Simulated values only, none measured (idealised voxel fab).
Process module under the name voxel transistor to metal
Xsec cut, 210 nm wide, square cell size 5 nm.
Cross-section format: a grid of square cells, given as bands from top to bottom; each band is one or more rows of cells.
Band entry format. Leading values: height of top, height of bottom, nm. Remainder: materials in left-to-right order, each with its width in nm. Special words: "full width" on a single material, which then fills the band edge to edge; "blank", empty space.
Height datum 0, below which the as-received substrate wafer is one material. Lowest band open at the bottom, running downward: "0 and below".
The expression "30..40" gives the width at the extremes of the band, the first number at its top row of cells and the second at its bottom row, with the width changing by equal amounts from each row to the next in between.
Where the words "nothing changed" appear for a step, the cross-section shows no cell changed by that step; every cell remained as before.
What "Closed void list" gives you is every empty space of 8 cells or more that is cut off from the top. Each appears as width x height at distance, with the distance taken from the left edge and width, height and distance all in nm.
Where a step's line continues beyond its settings, the continuation is a remark by the simulator itself on that step.
overlay nm: step with mask; distance mask lay right of planned place; negative value = left of planned place.

Steps planned for the process:
1. RECEIVE with material Si
2. CONFORMAL_DEP with material SiO2, thk nm 5
3. CONFORMAL_DEP with material SiN, thk nm 15
4. DIRECTIONAL_DEP with material aC, thk nm 10
5. PATTERN with tone cover, mask id ACTIVE, material resist, width nm 105, thk nm 30, overlay nm 0
6. DIRECTIONAL_ETCH with etch materials aC, depth nm 10
7. STRIP with etch materials resist
8. DIRECTIONAL_ETCH with etch materials SiN, depth nm 15
9. DIRECTIONAL_ETCH with etch materials SiO2, depth nm 5
10. DIRECTIONAL_ETCH with etch materials Si, depth nm 25
11. STRIP with etch materials aC
12. OXIDIZE with depth nm 5
13. FILL_DEP with material SiO2, thk nm 5
14. CMP with height nm 20
15. SELECTIVE_ETCH with etch materials SiO2, depth nm 10
16. STRIP with etch materials SiN
17. SELECTIVE_ETCH with etch materials SiO2, depth nm 5
18. OXIDIZE with depth nm 5
19. DIRECTIONAL_DEP with material polySi, thk nm 30
20. DIRECTIONAL_DEP with material SiCN, thk nm 15
21. MASKED_ETCH with tone cover, mask id GATE, width nm 25, etch materials SiCN, depth nm 25, overlay nm 0
22. MASKED_ETCH with tone cover, mask id GATE, width nm 25, etch materials polySi, depth nm 40, overlay nm 0
23. CONFORMAL_DEP with material SiO2, thk nm 5
24. DIRECTIONAL_ETCH with etch materials SiO2, depth nm 5
25. CONFORMAL_DEP with material SiN, thk nm 5
26. DIRECTIONAL_ETCH with etch materials SiN, depth nm 5
27. DIRECTIONAL_ETCH with etch materials SiO2, depth nm 5
28. DIRECTIONAL_ETCH with etch materials Si, depth nm 5
29. EPI with material SiGe, thk nm 5
30. FILL_DEP with material SiO2, thk nm 5
31. CMP with height nm 30
32. STRIP with etch materials polySi
33. SELECTIVE_ETCH with etch materials SiO2, depth nm 5
34. CONFORMAL_DEP with material HfO2, thk nm 5
35. CONFORMAL_DEP with material TiN, thk nm 5
36. FILL_DEP with material W, thk nm 10
37. CMP with height nm 25
38. DIRECTIONAL_DEP with material SiO2, thk nm 15
39. DIRECTIONAL_DEP with material aC, thk nm 5
40. PATTERN with tone open, mask id CONTACT, material resist, width nm 20, pitch nm 75, thk nm 30, overlay nm 0
41. DIRECTIONAL_ETCH with etch materials aC, depth nm 15
42. STRIP with etch materials resist
43. DIRECTIONAL_ETCH with etch materials SiO2, depth nm 45
44. STRIP with etch materials aC
45. CONFORMAL_DEP with material TiN, thk nm 5
46. FILL_DEP with material W, thk nm 5
47. CMP with height nm 40
48. CONFORMAL_DEP with material SiN, thk nm 5
49. DIRECTIONAL_DEP with material SiO2, thk nm 15
50. MASKED_ETCH with tone open, mask id METAL_1, width nm 20, pitch nm 75, etch materials SiO2, depth nm 15, overlay nm 0
51. MASKED_ETCH with tone open, mask id METAL_1, width nm 20, pitch nm 75, etch materials SiN, depth nm 5, overlay nm 0
52. CONFORMAL_DEP with material TiN, thk nm 5
53. FILL_DEP with material Cu, thk nm 5
54. CMP with height nm 60
55. EPI with material Ru, thk nm 5
56. FILL_DEP with material SiCN, thk nm 5
Quick note for whoever runs this: the wafers start identical, but the thk nm at step 39 isn't the same across them. The plan just shows what the first wafer had.

Here's the first of the wafers in cross-section, just as we got it, i.e. after step 1:
    0 and below: Si full width
    Closed void list: none

Once step 56, the last step, is complete, the module is at its end; this is the cross-section of the first of several wafers:
    70 down to 65: SiCN full width
    65 down to 60: SiCN=50, Ru=30, SiCN=45, Ru=30, SiCN=55
    60 down to 45: SiO2=55, TiN=5, Cu=10, TiN=5, SiO2=55, TiN=5, Cu=10, TiN=5, SiO2=60
    45 down to 40: SiN=55, TiN=20, SiN=55, TiN=20, SiN=60
    40 down to 25: SiO2=55, TiN=5, W=10, TiN=5, SiO2=55, TiN=5, W=10, TiN=5, SiO2=60
    25 down to 5: SiO2=55, TiN=5, W=10, TiN=5, SiO2=5, SiN=5, HfO2=5, TiN=5, W=15, TiN=5, HfO2=5, SiN=5, SiO2=5, TiN=5, W=10, TiN=5, SiO2=60
    5 down to 0: SiO2=50, SiN=5, TiN=5, W=10, TiN=5, SiO2=5, SiN=5, HfO2=5, TiN=25, HfO2=5, SiN=5, SiO2=5, TiN=5, W=10, TiN=5, SiN=5, SiO2=55
    0 down to -5: SiO2=55, TiN=20, SiGe=5, SiO2=5, HfO2=35, SiO2=5, SiGe=5, TiN=20, SiO2=60
    -5 down to -10: SiO2=55, SiGe=25, Si=45, SiGe=25, SiO2=60
    -10 down to -30: SiO2=55, Si=95, SiO2=60
    -30 and below: Si full width
    Closed void list: none

Last wafer x-sec, end of module:
    70 down to 65: SiCN full width
    65 down to 60: SiCN=50, Ru=30, SiCN=45, Ru=30, SiCN=55
    60 down to 45: SiO2=55, TiN=5, Cu=10, TiN=5, SiO2=55, TiN=5, Cu=10, TiN=5, SiO2=60
    45 down to 40: SiN=55, TiN=20, SiN=55, TiN=20, SiN=60
    40 down to 25: SiO2 full width
    25 down to 5: SiO2=80, SiN=5, HfO2=5, TiN=5, W=15, TiN=5, HfO2=5, SiN=5, SiO2=85
    5 down to 0: SiO2=50, SiN=5, SiO2=25, SiN=5, HfO2=5, TiN=25, HfO2=5, SiN=5, SiO2=25, SiN=5, SiO2=55
    0 down to -5: SiO2=75, SiGe=5, SiO2=5, HfO2=35, SiO2=5, SiGe=5, SiO2=80
    -5 down to -10: SiO2=55, SiGe=25, Si=45, SiGe=25, SiO2=60
    -10 down to -30: SiO2=55, Si=95, SiO2=60
    -30 and below: Si full width
    Closed void list: none

Below, a row for every wafer. Read it as the end-of-module picture: for each material the wafer shows its cells gained (+) or lost (-) since it was received, and then its closed voids:
thk nm 5, +12 Cu, +17 HfO2, +12 Ru, -167 Si, +72 SiCN, +12 SiGe, +46 SiN, +467 SiO2, +73 TiN, +44 W, Closed void list: none
thk nm 10, +12 Cu, +17 HfO2, +12 Ru, -167 Si, +72 SiCN, +12 SiGe, +46 SiN, +467 SiO2, +73 TiN, +44 W, Closed void list: none
thk nm 15, +12 Cu, +17 HfO2, +12 Ru, -167 Si, +72 SiCN, +12 SiGe, +46 SiN, +467 SiO2, +73 TiN, +44 W, Closed void list: none
thk nm 20, +12 Cu, +17 HfO2, +12 Ru, -167 Si, +72 SiCN, +12 SiGe, +46 SiN, +539 SiO2, +33 TiN, +12 W, Closed void list: none
thk nm 25, +12 Cu, +17 HfO2, +12 Ru, -167 Si, +72 SiCN, +12 SiGe, +46 SiN, +539 SiO2, +33 TiN, +12 W, Closed void list: none
thk nm 30, +12 Cu, +17 HfO2, +12 Ru, -167 Si, +72 SiCN, +12 SiGe, +46 SiN, +539 SiO2, +33 TiN, +12 W, Closed void list: none
